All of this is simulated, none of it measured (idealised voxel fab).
process module | voxel gate over fins
cross-section cut | 300 nm wide | cells 5 nm
A cross-section is a grid of square cells, given in bands from the top down. A band is one or more rows of cells.
Each band's line starts with the height of the band's top and of its bottom, in nm. Then come its materials from left to right, each with its width in nm. One material with "throughout" fills the band from edge to edge. "air" is empty space.
Height 0 is the level under which the wafer as received is all one material. The lowest band goes on downwards, as in "0 down".
A width such as "30 to 40" changes by the same amount from each row of cells to the next, from the band's top row to its bottom row.
"no change" after a step means that no cell of the cross-section changed.
closed voids: empty space of 8 cells or more with no open way to the top, each as width x height at its distance from the left edge, in nm
after a step's settings: what the simulator itself notes on the step
overlay nm, on a step with a mask: how far to the right of its planned place the mask lay; to the left if negative
Each pair below shows a cross-section before one step and the cross-section after it, down to the lowest band that changed. The line under each pair gives the step between them, with its settings. The pairs can come from different runs of this module on the same starting wafer, so a pair continues from the pair above only where its "before" says so.
before
  20 to 15: TiN throughout
  15 to 10: HfO2 105 | TiN 5 | HfO2 35 | TiN 5 | HfO2 35 | TiN 5 | HfO2 110
  10 to 5: TiN 100 | HfO2 5 | TiN 5 | HfO2 5 | TiN 25 | HfO2 5 | TiN 5 | HfO2 5 | TiN 25 | HfO2 5 | TiN 5 | HfO2 5 | TiN 105
  5 to 0: TiN 100 | HfO2 15 | TiN 25 | HfO2 15 | TiN 25 | HfO2 15 | TiN 105
  0 to -30: TiN 100 | SiO2 5 | Si 5 | SiO2 5 | TiN 25 | SiO2 5 | Si 5 | SiO2 5 | TiN 25 | SiO2 5 | Si 5 | SiO2 5 | TiN 105
  -30 to -35: SiO2 105 | Si 5 | SiO2 35 | Si 5 | SiO2 35 | Si 5 | SiO2 110
  -35 down: Si throughout
  closed voids: none
after
  30 to 20: SiCN throughout
  below 20: unchanged
  closed voids: none
the step between: op CONFORMAL_DEP | material SiCN | thk nm 10
before
  25 to 10: aC throughout
  10 to 0: SiN throughout
  0 down: Si throughout
  closed voids: none
after
  60 to 25: resist 100 | air 15 | resist 25 | air 15 | resist 25 | air 15 | resist 105
  below 25: unchanged
  closed voids: none
the step between: op PATTERN | tone open | mask id FINS | material resist | width nm 15 | pitch nm 40 | thk nm 35 | overlay nm 0
before: the cross-section after the pair above
after
  45 to 25: resist 100 | air 15 | resist 25 | air 15 | resist 25 | air 15 | resist 105
  25 to 10: aC 100 | air 15 | aC 25 | air 15 | aC 25 | air 15 | aC 105
  below 10: unchanged
  closed voids: none
the step between: op DIRECTIONAL_ETCH | etch materials aC | depth nm 15
before: the cross-section after the pair above
after
  25 to 10: aC 100 | air 15 | aC 25 | air 15 | aC 25 | air 15 | aC 105
  below 10: unchanged
  closed voids: none
the step between: op STRIP | etch materials resist
before: the cross-section after the pair above
after
  25 to 10: aC 100 | air 15 | aC 25 | air 15 | aC 25 | air 15 | aC 105
  10 to 0: SiN 100 | air 15 | SiN 25 | air 15 | SiN 25 | air 15 | SiN 105
  below 0: unchanged
  closed voids: none
the step between: op DIRECTIONAL_ETCH | etch materials SiN | depth nm 10
before: the cross-section after the pair above
after
  25 to 10: aC 100 | air 15 | aC 25 | air 15 | aC 25 | air 15 | aC 105
  10 to 0: SiN 100 | air 15 | SiN 25 | air 15 | SiN 25 | air 15 | SiN 105
  0 to -30: Si 100 | air 15 | Si 25 | air 15 | Si 25 | air 15 | Si 105
  below -30: unchanged
  closed voids: none
the step between: op DIRECTIONAL_ETCH | etch materials Si | depth nm 30
before: the cross-section after the pair above
after
  10 to 0: SiN 100 | air 15 | SiN 25 | air 15 | SiN 25 | air 15 | SiN 105
  below 0: unchanged
  closed voids: none
the step between: op STRIP | etch materials aC
before: the cross-section after the pair above
after
  10 to 0: SiN 100 | air 15 | SiN 25 | air 15 | SiN 25 | air 15 | SiN 105
  0 to -30: Si 95 | SiO2 5 | air 15 | SiO2 5 | Si 15 | SiO2 5 | air 15 | SiO2 5 | Si 15 | SiO2 5 | air 15 | SiO2 5 | Si 100
  -30 to -35: Si 95 | SiO2 25 | Si 15 | SiO2 25 | Si 15 | SiO2 25 | Si 100
  below -35: unchanged
  closed voids: none
the step between: op OXIDIZE | depth nm 5
before: the cross-section after the pair above
after
  15 to 10: SiO2 throughout
  10 to 0: SiN 100 | SiO2 15 | SiN 25 | SiO2 15 | SiN 25 | SiO2 15 | SiN 105
  0 to -35: Si 95 | SiO2 25 | Si 15 | SiO2 25 | Si 15 | SiO2 25 | Si 100
  below -35: unchanged
  closed voids: none
the step between: op FILL_DEP | material SiO2 | thk nm 5
before: the cross-section after the pair above
after
  10 to 0: SiN 100 | SiO2 15 | SiN 25 | SiO2 15 | SiN 25 | SiO2 15 | SiN 105
  below 0: unchanged
  closed voids: none
the step between: op CMP | height nm 10
before: the cross-section after the pair above
after
  10 to 0: SiN 100 | air 15 | SiN 25 | air 15 | SiN 25 | air 15 | SiN 105
  0 to -15: Si 95 | air 25 | Si 15 | air 25 | Si 15 | air 25 | Si 100
  below -15: unchanged
  closed voids: none
the step between: op SELECTIVE_ETCH | etch materials SiO2 | depth nm 25
before: the cross-section after the pair above
after
  0 to -15: Si 95 | air 25 | Si 15 | air 25 | Si 15 | air 25 | Si 100
  below -15: unchanged
  closed voids: none
the step between: op STRIP | etch materials SiN
before: the cross-section after the pair above
after
  5 to 0: HfO2 100 | air 15 | HfO2 25 | air 15 | HfO2 25 | air 15 | HfO2 105
  0 to -10: Si 95 | HfO2 5 | air 15 | HfO2 5 | Si 15 | HfO2 5 | air 15 | HfO2 5 | Si 15 | HfO2 5 | air 15 | HfO2 5 | Si 100
  -10 to -15: Si 95 | HfO2 25 | Si 15 | HfO2 25 | Si 15 | HfO2 25 | Si 100
  below -15: unchanged
  closed voids: none
the step between: op CONFORMAL_DEP | material HfO2 | thk nm 5
before: the cross-section after the pair above
after
  10 to 5: TiN 105 | air 5 | TiN 35 | air 5 | TiN 35 | air 5 | TiN 110
  5 to 0: HfO2 100 | TiN 5 | air 5 | TiN 5 | HfO2 25 | TiN 5 | air 5 | TiN 5 | HfO2 25 | TiN 5 | air 5 | TiN 5 | HfO2 105
  0 to -5: Si 95 | HfO2 5 | TiN 5 | air 5 | TiN 5 | HfO2 5 | Si 15 | HfO2 5 | TiN 5 | air 5 | TiN 5 | HfO2 5 | Si 15 | HfO2 5 | TiN 5 | air 5 | TiN 5 | HfO2 5 | Si 100
  -5 to -10: Si 95 | HfO2 5 | TiN 15 | HfO2 5 | Si 15 | HfO2 5 | TiN 15 | HfO2 5 | Si 15 | HfO2 5 | TiN 15 | HfO2 5 | Si 100
  below -10: unchanged
  closed voids: none
the step between: op CONFORMAL_DEP | material TiN | thk nm 5
before: the cross-section after the pair above
after
  25 to 10: W throughout
  10 to 5: TiN 105 | W 5 | TiN 35 | W 5 | TiN 35 | W 5 | TiN 110
  5 to 0: HfO2 100 | TiN 5 | W 5 | TiN 5 | HfO2 25 | TiN 5 | W 5 | TiN 5 | HfO2 25 | TiN 5 | W 5 | TiN 5 | HfO2 105
  0 to -5: Si 95 | HfO2 5 | TiN 5 | W 5 | TiN 5 | HfO2 5 | Si 15 | HfO2 5 | TiN 5 | W 5 | TiN 5 | HfO2 5 | Si 15 | HfO2 5 | TiN 5 | W 5 | TiN 5 | HfO2 5 | Si 100
  below -5: unchanged
  closed voids: none
the step between: op FILL_DEP | material W | thk nm 15
before: the cross-section after the pair above
after
  20 to 10: W throughout
  below 10: unchanged
  closed voids: none
the step between: op CMP | height nm 20
before: the cross-section after the pair above
after
  30 to 20: SiCN throughout
  below 20: unchanged
  closed voids: none
the step between: op CONFORMAL_DEP | material SiCN | thk nm 10
